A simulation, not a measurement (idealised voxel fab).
The document below concerns the process module designated voxel tone inversion.
Cross-section cut spans 145 nm and uses square cells 5 nm in size.
Reading order for cross-sections: top band down to bottom band. Underlying form: a grid of square cells. Band size: one or more rows of cells. For a band, the entry starts with two heights in nm, that of the top and then that of the bottom, and carries on with the band's materials in order from left to right, each alongside its width in nm; the word "edge to edge" beside a single material means it fills the band edge to edge, and "air" means empty space. Below 0: as-received wafer, all one material; heights counted from there. Lowest band: no bottom, goes on down, written "0..down". Per-row width for "30 to 40": begins at first number (top row of band), ends at second number (bottom row), increment between rows held constant. "everything unchanged" after a step means that no cell of the cross-section changed. Reported under the label "Trapped void list" are the empty spaces having no open way to the top and comprising 8 cells or more; the notation for each is width x height at distance, in which the distance is measured from the left edge and all three values are in nm. Anything after a step's settings on that line? It's the simulator's own note about the step. The optional step-line setting "overlay nm" applies to steps with a mask and quantifies how far to the right of its planned location the mask lay, a negative value indicating leftward placement.

[The steps planned for the process are as follows]
1) RECEIVE (material Si)
2) CONFORMAL_DEP (material SiCN; thk nm 10)
3) DIRECTIONAL_DEP (material aC; thk nm 15)
4) PATTERN (tone cover; mask id POSTS; material resist; width nm 15; pitch nm 30; thk nm 20; overlay nm 0)
5) DIRECTIONAL_ETCH (etch materials aC; depth nm 15)
6) STRIP (etch materials resist)
7) FILL_DEP (material SiO2; thk nm 5)
8) CMP (height nm 25)
9) STRIP (etch materials aC)
10) CONFORMAL_DEP (material TiN; thk nm 5)
11) FILL_DEP (material Ru; thk nm 5)
12) CMP (height nm 25)
13) CONFORMAL_DEP (material SiCN; thk nm 5)

[The first of two wafers, run as planned]

[The cross-section here shows the wafer as received, i.e. in its state after step 1]
- 0..down = Si edge to edge
- Trapped void list: none

[Step 2 complete: cross-section through the wafer]
- 10..0 = SiCN edge to edge
- Rest of section, below 0: as before.

[Step 3 complete: cross-section through the wafer]
- 25..10 = aC edge to edge
- Rest of section, below 10: as before.

[Step 4 complete: cross-section through the wafer]
- 45..25 = air: 20 / resist: 15 / air: 15 / resist: 15 / air: 15 / resist: 15 / air: 15 / resist: 15 / air: 20
- Rest of section, below 25: as before.

[Step 5 complete: cross-section through the wafer]
- 30..25 = air: 20 / resist: 15 / air: 15 / resist: 15 / air: 15 / resist: 15 / air: 15 / resist: 15 / air: 20
- 25..10 = air: 20 / aC: 15 / air: 15 / aC: 15 / air: 15 / aC: 15 / air: 15 / aC: 15 / air: 20
- Rest of section, below 10: as before.

[Step 6 complete: cross-section through the wafer]
- 25..10 = air: 20 / aC: 15 / air: 15 / aC: 15 / air: 15 / aC: 15 / air: 15 / aC: 15 / air: 20
- Rest of section, below 10: as before.

[Step 7 complete: cross-section through the wafer]
- 30..25 = SiO2 edge to edge
- 25..10 = SiO2: 20 / aC: 15 / SiO2: 15 / aC: 15 / SiO2: 15 / aC: 15 / SiO2: 15 / aC: 15 / SiO2: 20
- Rest of section, below 10: as before.

[Step 8 complete: cross-section through the wafer]
- 25..10 = SiO2: 20 / aC: 15 / SiO2: 15 / aC: 15 / SiO2: 15 / aC: 15 / SiO2: 15 / aC: 15 / SiO2: 20
- Rest of section, below 10: as before.

[Step 9 complete: cross-section through the wafer]
- 25..10 = SiO2: 20 / air: 15 / SiO2: 15 / air: 15 / SiO2: 15 / air: 15 / SiO2: 15 / air: 15 / SiO2: 20
- Rest of section, below 10: as before.

[Step 10 complete: cross-section through the wafer]
- 30..25 = TiN: 25 / air: 5 / TiN: 25 / air: 5 / TiN: 25 / air: 5 / TiN: 25 / air: 5 / TiN: 25
- 25..15 = SiO2: 20 / TiN: 5 / air: 5 / TiN: 5 / SiO2: 15 / TiN: 5 / air: 5 / TiN: 5 / SiO2: 15 / TiN: 5 / air: 5 / TiN: 5 / SiO2: 15 / TiN: 5 / air: 5 / TiN: 5 / SiO2: 20
- 15..10 = SiO2: 20 / TiN: 15 / SiO2: 15 / TiN: 15 / SiO2: 15 / TiN: 15 / SiO2: 15 / TiN: 15 / SiO2: 20
- Rest of section, below 10: as before.

[Step 11 complete: cross-section through the wafer]
- 35..30 = Ru edge to edge
- 30..25 = TiN: 25 / Ru: 5 / TiN: 25 / Ru: 5 / TiN: 25 / Ru: 5 / TiN: 25 / Ru: 5 / TiN: 25
- 25..15 = SiO2: 20 / TiN: 5 / Ru: 5 / TiN: 5 / SiO2: 15 / TiN: 5 / Ru: 5 / TiN: 5 / SiO2: 15 / TiN: 5 / Ru: 5 / TiN: 5 / SiO2: 15 / TiN: 5 / Ru: 5 / TiN: 5 / SiO2: 20
- Rest of section, below 15: as before.

[Step 12 complete: cross-section through the wafer]
- 25..15 = SiO2: 20 / TiN: 5 / Ru: 5 / TiN: 5 / SiO2: 15 / TiN: 5 / Ru: 5 / TiN: 5 / SiO2: 15 / TiN: 5 / Ru: 5 / TiN: 5 / SiO2: 15 / TiN: 5 / Ru: 5 / TiN: 5 / SiO2: 20
- Rest of section, below 15: as before.

[Step 13 complete: cross-section through the wafer]
- 30..25 = SiCN edge to edge
- Rest of section, below 25: as before.

[The second wafer was prepared from the same starting point and under the same plan as the first; its processing contained one mistake, and it remains indistinguishable from the first wafer up to and including step 3]

[Second wafer, cut view, end of step 4 per plan]
- 45..25 = air: 15 / resist: 15 / air: 15 / resist: 15 / air: 15 / resist: 15 / air: 15 / resist: 15 / air: 25
- Rest of section, below 25: as before.

[Second wafer, cut view, end of step 5 per plan]
- 30..25 = air: 15 / resist: 15 / air: 15 / resist: 15 / air: 15 / resist: 15 / air: 15 / resist: 15 / air: 25
- 25..10 = air: 15 / aC: 15 / air: 15 / aC: 15 / air: 15 / aC: 15 / air: 15 / aC: 15 / air: 25
- Rest of section, below 10: as before.

[Second wafer, cut view, end of step 6 per plan]
- 25..10 = air: 15 / aC: 15 / air: 15 / aC: 15 / air: 15 / aC: 15 / air: 15 / aC: 15 / air: 25
- Rest of section, below 10: as before.

[Second wafer, cut view, end of step 7 per plan]
- 30..25 = SiO2 edge to edge
- 25..10 = SiO2: 15 / aC: 15 / SiO2: 15 / aC: 15 / SiO2: 15 / aC: 15 / SiO2: 15 / aC: 15 / SiO2: 25
- Rest of section, below 10: as before.

[Second wafer, cut view, end of step 8 per plan]
- 25..10 = SiO2: 15 / aC: 15 / SiO2: 15 / aC: 15 / SiO2: 15 / aC: 15 / SiO2: 15 / aC: 15 / SiO2: 25
- Rest of section, below 10: as before.

[Second wafer, cut view, end of step 9 per plan]
- 25..10 = SiO2: 15 / air: 15 / SiO2: 15 / air: 15 / SiO2: 15 / air: 15 / SiO2: 15 / air: 15 / SiO2: 25
- Rest of section, below 10: as before.

[Second wafer, cut view, end of step 10 per plan]
- 30..25 = TiN: 20 / air: 5 / TiN: 25 / air: 5 / TiN: 25 / air: 5 / TiN: 25 / air: 5 / TiN: 30
- 25..15 = SiO2: 15 / TiN: 5 / air: 5 / TiN: 5 / SiO2: 15 / TiN: 5 / air: 5 / TiN: 5 / SiO2: 15 / TiN: 5 / air: 5 / TiN: 5 / SiO2: 15 / TiN: 5 / air: 5 / TiN: 5 / SiO2: 25
- 15..10 = SiO2: 15 / TiN: 15 / SiO2: 15 / TiN: 15 / SiO2: 15 / TiN: 15 / SiO2: 15 / TiN: 15 / SiO2: 25
- Rest of section, below 10: as before.

[Second wafer, cut view, end of step 11 per plan]
- 35..30 = Ru edge to edge
- 30..25 = TiN: 20 / Ru: 5 / TiN: 25 / Ru: 5 / TiN: 25 / Ru: 5 / TiN: 25 / Ru: 5 / TiN: 30
- 25..15 = SiO2: 15 / TiN: 5 / Ru: 5 / TiN: 5 / SiO2: 15 / TiN: 5 / Ru: 5 / TiN: 5 / SiO2: 15 / TiN: 5 / Ru: 5 / TiN: 5 / SiO2: 15 / TiN: 5 / Ru: 5 / TiN: 5 / SiO2: 25
- Rest of section, below 15: as before.

[Second wafer, cut view, end of step 12 per plan]
- 25..15 = SiO2: 15 / TiN: 5 / Ru: 5 / TiN: 5 / SiO2: 15 / TiN: 5 / Ru: 5 / TiN: 5 / SiO2: 15 / TiN: 5 / Ru: 5 / TiN: 5 / SiO2: 15 / TiN: 5 / Ru: 5 / TiN: 5 / SiO2: 25
- Rest of section, below 15: as before.

[Second wafer, cut view, end of step 13 per plan]
- 30..25 = SiCN edge to edge
- Rest of section, below 25: as before.
Short version of what went wrong: contrary to plan, step 4 was performed as PATTERN (tone cover; mask id POSTS; material resist; width nm 15; pitch nm 30; thk nm 20; overlay nm -5)
Final wafers compared: equal cell tally per material, rearranged layout.
